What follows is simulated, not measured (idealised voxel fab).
This section sets out a process module, namely voxel capacitor over wiring.
cross-section cut | 165 nm wide | cells 5 nm
Cross-section format: a grid of square cells, given as bands from top to bottom; each band is one or more rows of cells.
Band entry format. Leading values: height of top, height of bottom, nm. Remainder: materials in left-to-right order, each with its width in nm. Special words: "all across" on a single material, which then fills the band edge to edge; "air", empty space.
Ref level 0: as-received wafer is one material below here. Bottom band extends down with no lower bound ("0 nm and below").
Top row gets the first number, bottom row gets the second, and each row in between changes by the same step: that is how a band width like "30..40" works.
"no modifications" for a step: no cell of the cross-section changed in that step.
The label "Enclosed void list" introduces a list of the empty spaces, 8 cells or larger, that have no open way up to the top; each entry in it reads width x height at distance, where the distance is taken from the left edge and all three are stated in nm.
Text after the settings on a step's line: the simulator's own remark on that step.
Regarding "overlay nm": on a step with a mask, it is the distance the mask lay to the right of its planned place; a negative value places it to the left.
PROCESS STEPS - PLAN
- 1: RECEIVE, material Si
- 2: CONFORMAL_DEP, material SiO2, thk nm 10
- 3: DIRECTIONAL_DEP, material TiN, thk nm 5
- 4: DIRECTIONAL_DEP, material Ru, thk nm 25
- 5: DIRECTIONAL_DEP, material aC, thk nm 15
- 6: PATTERN, tone cover, mask id METAL_1, material resist, width nm 20, pitch nm 75, thk nm 35, overlay nm 0
- 7: DIRECTIONAL_ETCH, etch materials aC, depth nm 15
- 8: STRIP, etch materials resist
- 9: DIRECTIONAL_ETCH, etch materials Ru, depth nm 25
- 10: DIRECTIONAL_ETCH, etch materials TiN, depth nm 5
- 11: STRIP, etch materials aC
- 12: FILL_DEP, material SiO2, thk nm 10
- 13: CMP, height nm 40
- 14: CONFORMAL_DEP, material SiCN, thk nm 5
- 15: DIRECTIONAL_DEP, material SiO2, thk nm 20
- 16: DIRECTIONAL_DEP, material aC, thk nm 15
- 17: PATTERN, tone open, mask id PLUG_1, material resist, width nm 15, thk nm 30, overlay nm 0
- 18: DIRECTIONAL_ETCH, etch materials aC, depth nm 15
- 19: STRIP, etch materials resist
- 20: DIRECTIONAL_ETCH, etch materials SiO2, depth nm 20
- 21: DIRECTIONAL_ETCH, etch materials SiCN, depth nm 5
- 22: STRIP, etch materials aC
- 23: EPI, material Ru, thk nm 10
- 24: EPI, material Ru, thk nm 10
- 25: EPI, material Ru, thk nm 5
- 26: DIRECTIONAL_DEP, material TiN, thk nm 5
- 27: DIRECTIONAL_DEP, material HfO2, thk nm 5
- 28: DIRECTIONAL_DEP, material TiN, thk nm 10
- 29: MASKED_ETCH, tone cover, mask id UPPER_PLATE, width nm 60, etch materials TiN, depth nm 10, overlay nm 0
- 30: MASKED_ETCH, tone cover, mask id UPPER_PLATE, width nm 60, etch materials HfO2, depth nm 5, overlay nm 0
- 31: MASKED_ETCH, tone cover, mask id LOWER_PLATE, width nm 70, etch materials TiN, depth nm 5, overlay nm 0
- 32: FILL_DEP, material SiO2, thk nm 20
- 33: CMP, height nm 100
- 34: MASKED_ETCH, tone open, mask id PLUG_2, width nm 15, etch materials SiO2, depth nm 15, overlay nm 0
- 35: CONFORMAL_DEP, material TiN, thk nm 5
- 36: FILL_DEP, material Cu, thk nm 10
- 37: CMP, height nm 100
- 38: CONFORMAL_DEP, material SiN, thk nm 5
SHOWN IN CROSS-SECTION IS THE WAFER AS RECEIVED, THAT IS, AS IT STANDS AFTER STEP 1
> 0 nm and below: Si all across
> Enclosed void list: none
FIRST OF TWO WAFERS, END-OF-MODULE SECTION, RUN FOLLOWED PLAN
> 105 nm to 100 nm: SiN all across
> 100 nm to 90 nm: SiO2 (50)  TiN (5)  Cu (5)  TiN (5)  SiO2 (100)
> 90 nm to 85 nm: SiO2 (50)  TiN (15)  SiO2 (100)
> 85 nm to 75 nm: SiO2 (40)  TiN (60)  SiO2 (65)
> 75 nm to 70 nm: SiO2 (40)  HfO2 (60)  SiO2 (65)
> 70 nm to 65 nm: SiO2 (35)  TiN (70)  SiO2 (60)
> 65 nm to 45 nm: SiO2 (40)  Ru (15)  SiO2 (110)
> 45 nm to 40 nm: SiCN (40)  Ru (15)  SiCN (110)
> 40 nm to 15 nm: SiO2 (35)  Ru (20)  SiO2 (55)  Ru (20)  SiO2 (35)
> 15 nm to 10 nm: SiO2 (35)  TiN (20)  SiO2 (55)  TiN (20)  SiO2 (35)
> 10 nm to 0 nm: SiO2 all across
> 0 nm and below: Si all across
> Enclosed void list: none
CROSS-SECTIONAL VIEW OF THE SECOND OF TWO WAFERS UPON COMPLETION OF THE MODULE. THIS WAFER SHARED ITS STARTING CONDITION AND PROCESS PLAN WITH THE FIRST; ONE ERROR WAS MADE DURING ITS EXECUTION
> 105 nm to 100 nm: SiN all across
> 100 nm to 95 nm: SiO2 (50)  TiN (15)  SiO2 (100)
> 95 nm to 85 nm: SiO2 (40)  TiN (25)  SiO2 (100)
> 85 nm to 80 nm: SiO2 (40)  HfO2 (25)  TiN (35)  SiO2 (65)
> 80 nm to 75 nm: SiO2 (35)  TiN (65)  SiO2 (65)
> 75 nm to 70 nm: SiO2 (30)  Ru (35)  HfO2 (35)  SiO2 (65)
> 70 nm to 65 nm: SiO2 (30)  Ru (35)  TiN (40)  SiO2 (60)
> 65 nm to 45 nm: SiO2 (40)  Ru (15)  SiO2 (110)
> 45 nm to 40 nm: SiCN (40)  Ru (15)  SiCN (110)
> 40 nm to 15 nm: SiO2 (35)  Ru (20)  SiO2 (55)  Ru (20)  SiO2 (35)
> 15 nm to 10 nm: SiO2 (35)  TiN (20)  SiO2 (55)  TiN (20)  SiO2 (35)
> 10 nm to 0 nm: SiO2 all across
> 0 nm and below: Si all across
> Enclosed void list: none
What was the processing mistake? ran twice: one of 23 and 24, identical steps, cannot tell which
Once processing is complete, comparing cell counts shows that the second wafer has more or fewer of certain materials than the first: Cu -2, Ru +14, SiO2 -8, TiN -4
